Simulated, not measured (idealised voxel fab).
process module | voxel tone inversion
cross-section cut | 240 nm wide | cells 5 nm
A cross-section is a grid of square cells, given in bands from the top down. A band is one or more rows of cells.
Each band's line starts with the height of the band's top and of its bottom, in nm. Then come its materials from left to right, each with its width in nm. One material with "throughout" fills the band from edge to edge. "air" is empty space.
Height 0 is the level under which the wafer as received is all one material. The lowest band goes on downwards, as in "0 down".
A width such as "30 to 40" changes by the same amount from each row of cells to the next, from the band's top row to its bottom row.
"no change" after a step means that no cell of the cross-section changed.
closed voids: empty space of 8 cells or more with no open way to the top, each as width x height at its distance from the left edge, in nm
after a step's settings: what the simulator itself notes on the step
overlay nm, on a step with a mask: how far to the right of its planned place the mask lay; to the left if negative
plan
1 op RECEIVE | material Si
2 op CONFORMAL_DEP | material SiN | thk nm 5
3 op DIRECTIONAL_DEP | material polySi | thk nm 20
4 op PATTERN | tone cover | mask id POSTS | material resist | width nm 15 | pitch nm 45 | thk nm 25 | overlay nm 0
5 op DIRECTIONAL_ETCH | etch materials polySi | depth nm 20
6 op STRIP | etch materials resist
7 op FILL_DEP | material lowk | thk nm 10
8 op CMP | height nm 25
9 op STRIP | etch materials polySi
10 op CONFORMAL_DEP | material TiN | thk nm 5
11 op FILL_DEP | material Cu | thk nm 10
12 op CMP | height nm 25
13 op CONFORMAL_DEP | material SiCN | thk nm 5
as received, after step 1
  0 down: Si throughout
  closed voids: none
a wafer at the end: this start, this plan, one mistake
  30 to 25: SiCN throughout
  25 to 10: lowk 40 | TiN 5 | Cu 15 | TiN 5 | lowk 20 | TiN 5 | Cu 15 | TiN 5 | lowk 20 | TiN 5 | Cu 15 | TiN 5 | lowk 20 | TiN 5 | Cu 15 | TiN 5 | lowk 40
  10 to 5: lowk 40 | TiN 25 | lowk 20 | TiN 25 | lowk 20 | TiN 25 | lowk 20 | TiN 25 | lowk 40
  5 to 0: SiN throughout
  0 down: Si throughout
  closed voids: none
what went wrong: step 4 ran as: op PATTERN | tone cover | mask id POSTS | material resist | width nm 25 | pitch nm 45 | thk nm 25 | overlay nm 0
